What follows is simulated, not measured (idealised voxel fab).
Process module name: voxel plated lines
The figure presents cross-section cut, which has a width of 145 nm and is divided into square cells with an edge length of 5 nm.
Notation: cross-section as square-cell grid; stated in bands, top first, going down; one or more cell rows per band. A band entry consists of two parts. The first gives the height of the band's top and the height of its bottom, in nm. The rest lists the band's materials from left to right, each with its width in nm. A single material labelled with the word "everywhere" fills the band from edge to edge, and the word "blank" marks empty space. Where do heights start? At 0: under that level the wafer as delivered is made of one material only. And the lowest band has no floor; it just carries on downward, as in "z 0 and below". It should be noted that a width expressed as "30 to 40" varies in equal increments from row to row of cells within the band, taking the value of the first number at the top row and that of the second number at the bottom row. "nothing was modified" for a step: no cell of the cross-section changed in that step. Empty spaces without an open route to the top, at least 8 cells in extent, make up the entry "Trapped void list"; each is given as width x height at distance, where the distance is measured from the left edge, and all are in nm. Formally, on a step line, whatever follows the settings is a remark that the simulator itself makes on the step. The setting "overlay nm" may be written on the line of a step. When the step uses a mask, the value reports how far to the right of the planned place the mask lay, and a negative value reports that it lay to the left.
# Process steps foreseen in the plan
1 RECEIVE: material Si
2 CONFORMAL_DEP: material Al2O3, thk nm 10
3 DIRECTIONAL_DEP: material TiN, thk nm 5
4 PATTERN: tone open, mask id LINES, material resist, width nm 30, pitch nm 45, thk nm 20, overlay nm 0
5 EPI: material Ru, thk nm 5
6 STRIP: etch materials resist
7 DIRECTIONAL_ETCH: etch materials TiN, depth nm 5
8 CONFORMAL_DEP: material SiO2, thk nm 5
# First of two wafers: run as planned
# Wafer as received: cross-section following step 1
  z 0 and below: Si everywhere
  Trapped void list: none
# Step 2 complete: cross-section through the wafer
  z 10 to 0: Al2O3 everywhere
  Anything lower than 0 is untouched.
# Step 3 complete: cross-section through the wafer
  z 15 to 10: TiN everywhere
  Anything lower than 10 is untouched.
# Step 4 complete: cross-section through the wafer
  z 35 to 15: resist 35 nm; blank 30 nm; resist 15 nm; blank 30 nm; resist 35 nm
  Anything lower than 15 is untouched.
# Step 5 complete: cross-section through the wafer
  z 35 to 20: resist 35 nm; blank 30 nm; resist 15 nm; blank 30 nm; resist 35 nm
  z 20 to 15: resist 35 nm; Ru 30 nm; resist 15 nm; Ru 30 nm; resist 35 nm
  Anything lower than 15 is untouched.
# Step 6 complete: cross-section through the wafer
  z 20 to 15: blank 35 nm; Ru 30 nm; blank 15 nm; Ru 30 nm; blank 35 nm
  Anything lower than 15 is untouched.
# Step 7 complete: cross-section through the wafer
  z 20 to 15: blank 35 nm; Ru 30 nm; blank 15 nm; Ru 30 nm; blank 35 nm
  z 15 to 10: blank 35 nm; TiN 30 nm; blank 15 nm; TiN 30 nm; blank 35 nm
  Anything lower than 10 is untouched.
# Step 8 complete: cross-section through the wafer
  z 25 to 20: blank 30 nm; SiO2 40 nm; blank 5 nm; SiO2 40 nm; blank 30 nm
  z 20 to 15: blank 30 nm; SiO2 5 nm; Ru 30 nm; SiO2 5 nm; blank 5 nm; SiO2 5 nm; Ru 30 nm; SiO2 5 nm; blank 30 nm
  z 15 to 10: SiO2 35 nm; TiN 30 nm; SiO2 15 nm; TiN 30 nm; SiO2 35 nm
  Anything lower than 10 is untouched.
# Wafer two of the pair: same origin, same plan, one error during the run; identical to wafer one up to and including step 7
Cross-section of the second wafer corresponding to the planned conclusion of step 8: nothing was modified
What was the processing mistake? step 8 of the plan was excluded from execution and never run
The final cell counts differ between the wafers, with the second having more or fewer of some materials than the first: -37 SiO2
